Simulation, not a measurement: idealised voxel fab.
The process module presented herein is designated voxel wiring stack.
We display cut, a cross-section 220 nm in width whose square cells are each 5 nm.
How to read a cross-section here: the picture is a grid of square cells, written as bands going from the top down, and any band can span one or more rows of cells.
Within each band entry, the heights of the top and of the bottom of the band appear first, in that order and in nm; the materials of the band then follow from left to right, each with its corresponding width in nm. The designation "edge to edge" on a single material indicates that it fills the band from edge to edge; the designation "blank" indicates empty space.
We count height from 0. Below that, the starting wafer is all one material. The lowest band never ends at the bottom but goes on down; see "from 0 down" for how that is written.
A two-number width, for instance "30..40", indicates that the width is equal to the first number in the top row of the band and to the second number in the bottom row, and that it changes by a constant amount per row of cells.
"changes: none" -> step changed no cross-section cell.
Basically, "Closed internal voids" tells you about the enclosed voids: empty spaces with no open way to the top, 8 cells or bigger, each written width x height at distance, where distance is from the left edge, all in nm.
Where a step's line continues beyond its settings, the continuation is a remark by the simulator itself on that step.
overlay nm, on a step with a mask: how far to the right of its planned place the mask lay; to the left if negative

**The process steps that were planned are listed below**
1 op RECEIVE | material Si
2 op CONFORMAL_DEP | material SiO2 | thk nm 10
3 op CONFORMAL_DEP | material SiN | thk nm 5
4 op DIRECTIONAL_DEP | material lowk | thk nm 20
5 op MASKED_ETCH | tone open | mask id METAL_1 | width nm 30 | pitch nm 50 | etch materials lowk | depth nm 20 | overlay nm 0
6 op MASKED_ETCH | tone open | mask id METAL_1 | width nm 30 | pitch nm 50 | etch materials SiN | depth nm 5 | overlay nm 0
7 op CONFORMAL_DEP | material TiN | thk nm 5
8 op FILL_DEP | material Cu | thk nm 10
9 op CMP | height nm 35
10 op EPI | material Ru | thk nm 5
11 op FILL_DEP | material SiCN | thk nm 5
12 op DIRECTIONAL_DEP | material lowk | thk nm 20
13 op MASKED_ETCH | tone open | mask id PLUG_1 | width nm 15 | etch materials lowk | depth nm 20 | overlay nm 0
14 op MASKED_ETCH | tone open | mask id PLUG_1 | width nm 15 | etch materials SiCN | depth nm 5 | overlay nm 0
15 op EPI | material Ru | thk nm 10
16 op EPI | material Ru | thk nm 10
17 op EPI | material Ru | thk nm 5
18 op CONFORMAL_DEP | material SiN | thk nm 5
19 op DIRECTIONAL_DEP | material lowk | thk nm 25
20 op MASKED_ETCH | tone open | mask id METAL_2 | width nm 30 | pitch nm 50 | etch materials lowk | depth nm 25 | overlay nm 0
21 op MASKED_ETCH | tone open | mask id METAL_2 | width nm 30 | pitch nm 50 | etch materials SiN | depth nm 5 | overlay nm 0
22 op CONFORMAL_DEP | material TiN | thk nm 5
23 op FILL_DEP | material W | thk nm 10
24 op CMP | height nm 95
25 op CONFORMAL_DEP | material SiCN | thk nm 5
26 op DIRECTIONAL_DEP | material SiO2 | thk nm 15
27 op PATTERN | tone open | mask id PLUG_2 | material resist | width nm 15 | pitch nm 50 | thk nm 20 | overlay nm 0
28 op DIRECTIONAL_ETCH | etch materials SiO2 | depth nm 15
29 op DIRECTIONAL_ETCH | etch materials SiCN | depth nm 5
30 op STRIP | etch materials resist
31 op EPI | material Ru | thk nm 10
32 op EPI | material Ru | thk nm 10
33 op CONFORMAL_DEP | material SiCN | thk nm 5
34 op DIRECTIONAL_DEP | material SiO2 | thk nm 15
35 op MASKED_ETCH | tone open | mask id METAL_3 | width nm 30 | pitch nm 50 | etch materials SiO2 | depth nm 15 | overlay nm 0
36 op MASKED_ETCH | tone open | mask id METAL_3 | width nm 30 | pitch nm 50 | etch materials SiCN | depth nm 5 | overlay nm 0
37 op CONFORMAL_DEP | material TiN | thk nm 5
38 op FILL_DEP | material W | thk nm 5
39 op CMP | height nm 135
40 op EPI | material Ru | thk nm 5
41 op FILL_DEP | material SiCN | thk nm 5
42 op DIRECTIONAL_DEP | material SiO2 | thk nm 10
43 op MASKED_ETCH | tone open | mask id PLUG_3 | width nm 15 | pitch nm 50 | etch materials SiO2 | depth nm 10 | overlay nm 0
44 op MASKED_ETCH | tone open | mask id PLUG_3 | width nm 15 | pitch nm 50 | etch materials SiCN | depth nm 5 | overlay nm 0
45 op EPI | material Ru | thk nm 10
46 op EPI | material Ru | thk nm 5
47 op CONFORMAL_DEP | material SiCN | thk nm 5
48 op DIRECTIONAL_DEP | material lowk | thk nm 15
49 op MASKED_ETCH | tone open | mask id METAL_4 | width nm 30 | pitch nm 50 | etch materials lowk | depth nm 15 | overlay nm 0
50 op MASKED_ETCH | tone open | mask id METAL_4 | width nm 30 | pitch nm 50 | etch materials SiCN | depth nm 5 | overlay nm -15
51 op CONFORMAL_DEP | material TiN | thk nm 5
52 op FILL_DEP | material W | thk nm 10
53 op CMP | height nm 175
54 op CONFORMAL_DEP | material SiCN | thk nm 5
The wafers are alike at the start. At step 50, their overlay nm differs. The plan lists the first wafer's value.

**The first of several wafers in cross-section, exactly as it reached us after step 1**
	from 0 down = Si edge to edge
	Closed internal voids: none

**Once step 54, the last step, is complete, the module is at its end; this is the cross-section of the first of several wafers**
	from 180 to 175 = SiCN edge to edge
	from 175 to 165 = lowk 70 | TiN 5 | W 20 | TiN 5 | lowk 20 | TiN 5 | W 20 | TiN 5 | lowk 70
	from 165 to 160 = lowk 70 | TiN 5 | W 5 | TiN 20 | lowk 20 | TiN 5 | W 5 | TiN 20 | lowk 70
	from 160 to 155 = SiCN 70 | TiN 15 | SiCN 35 | TiN 15 | SiCN 85
	from 155 to 145 = SiO2 70 | Ru 15 | SiO2 35 | Ru 15 | SiO2 85
	from 145 to 135 = SiCN 70..65 | Ru 15..40 | SiCN 35..10 | Ru 15..40 | SiCN 85..65
	from 135 to 120 = SiO2 70 | TiN 5 | W 20 | TiN 5 | SiO2 20 | TiN 5 | W 20 | TiN 5 | SiO2 70
	from 120 to 115 = SiCN 70 | TiN 30 | SiCN 20 | TiN 30 | SiCN 70
	from 115 to 100 = SiO2 70 | Ru 15 | SiO2 35 | Ru 15 | SiO2 85
	from 100 to 95 = SiCN 70 | Ru 15 | SiCN 35 | Ru 15 | SiCN 85
	from 95 to 70 = lowk 70 | TiN 5 | W 20 | TiN 5 | lowk 20 | TiN 5 | W 20 | TiN 5 | lowk 70
	from 70 to 65 = SiN 70 | TiN 30 | SiN 20 | TiN 30 | SiN 70
	from 65 to 45 = lowk 70 | Ru 15 | lowk 135
	from 45 to 40 = SiCN 70 | Ru 15 | SiCN 135
	from 40 to 35 = SiCN 65 | Ru 40 | SiCN 10 | Ru 40 | SiCN 65
	from 35 to 15 = lowk 70 | TiN 5 | Cu 20 | TiN 5 | lowk 20 | TiN 5 | Cu 20 | TiN 5 | lowk 70
	from 15 to 10 = SiN 70 | TiN 30 | SiN 20 | TiN 30 | SiN 70
	from 10 to 0 = SiO2 edge to edge
	from 0 down = Si edge to edge
	Closed internal voids: none

**The final wafer, sectioned at module end**
	from 180 to 175 = SiCN edge to edge
	from 175 to 165 = lowk 70 | TiN 5 | W 20 | TiN 5 | lowk 20 | TiN 5 | W 20 | TiN 5 | lowk 70
	from 165 to 160 = lowk 70 | TiN 20 | W 5 | TiN 5 | lowk 20 | TiN 20 | W 5 | TiN 5 | lowk 70
	from 160 to 155 = SiCN 85 | TiN 15 | SiCN 35 | TiN 15 | SiCN 70
	from 155 to 145 = SiO2 70 | Ru 15 | SiO2 35 | Ru 15 | SiO2 85
	from 145 to 135 = SiCN 70..65 | Ru 15..40 | SiCN 35..10 | Ru 15..40 | SiCN 85..65
	from 135 to 120 = SiO2 70 | TiN 5 | W 20 | TiN 5 | SiO2 20 | TiN 5 | W 20 | TiN 5 | SiO2 70
	from 120 to 115 = SiCN 70 | TiN 30 | SiCN 20 | TiN 30 | SiCN 70
	from 115 to 100 = SiO2 70 | Ru 15 | SiO2 35 | Ru 15 | SiO2 85
	from 100 to 95 = SiCN 70 | Ru 15 | SiCN 35 | Ru 15 | SiCN 85
	from 95 to 70 = lowk 70 | TiN 5 | W 20 | TiN 5 | lowk 20 | TiN 5 | W 20 | TiN 5 | lowk 70
	from 70 to 65 = SiN 70 | TiN 30 | SiN 20 | TiN 30 | SiN 70
	from 65 to 45 = lowk 70 | Ru 15 | lowk 135
	from 45 to 40 = SiCN 70 | Ru 15 | SiCN 135
	from 40 to 35 = SiCN 65 | Ru 40 | SiCN 10 | Ru 40 | SiCN 65
	from 35 to 15 = lowk 70 | TiN 5 | Cu 20 | TiN 5 | lowk 20 | TiN 5 | Cu 20 | TiN 5 | lowk 70
	from 15 to 10 = SiN 70 | TiN 30 | SiN 20 | TiN 30 | SiN 70
	from 10 to 0 = SiO2 edge to edge
	from 0 down = Si edge to edge
	Closed internal voids: none

**So in this table every wafer gets its own row, and what you see is where it stands at the end of the module: for each material, how many cells it picked up (+) or gave up (-) since we received it, and after that its closed voids**
overlay nm -15, +32 Cu, +89 Ru, +287 SiCN, +64 SiN, +374 SiO2, +108 TiN, +82 W, +548 lowk, Closed internal voids: none
overlay nm -10, +32 Cu, +89 Ru, +285 SiCN, +64 SiN, +374 SiO2, +108 TiN, +84 W, +548 lowk, Closed internal voids: none
overlay nm -5, +32 Cu, +89 Ru, +283 SiCN, +64 SiN, +374 SiO2, +108 TiN, +86 W, +548 lowk, Closed internal voids: none
overlay nm 0, +32 Cu, +89 Ru, +281 SiCN, +64 SiN, +374 SiO2, +108 TiN, +88 W, +548 lowk, Closed internal voids: none
overlay nm 5, +32 Cu, +89 Ru, +283 SiCN, +64 SiN, +374 SiO2, +108 TiN, +86 W, +548 lowk, Closed internal voids: none
overlay nm 10, +32 Cu, +89 Ru, +285 SiCN, +64 SiN, +374 SiO2, +108 TiN, +84 W, +548 lowk, Closed internal voids: none
overlay nm 15, +32 Cu, +89 Ru, +287 SiCN, +64 SiN, +374 SiO2, +108 TiN, +82 W, +548 lowk, Closed internal voids: none
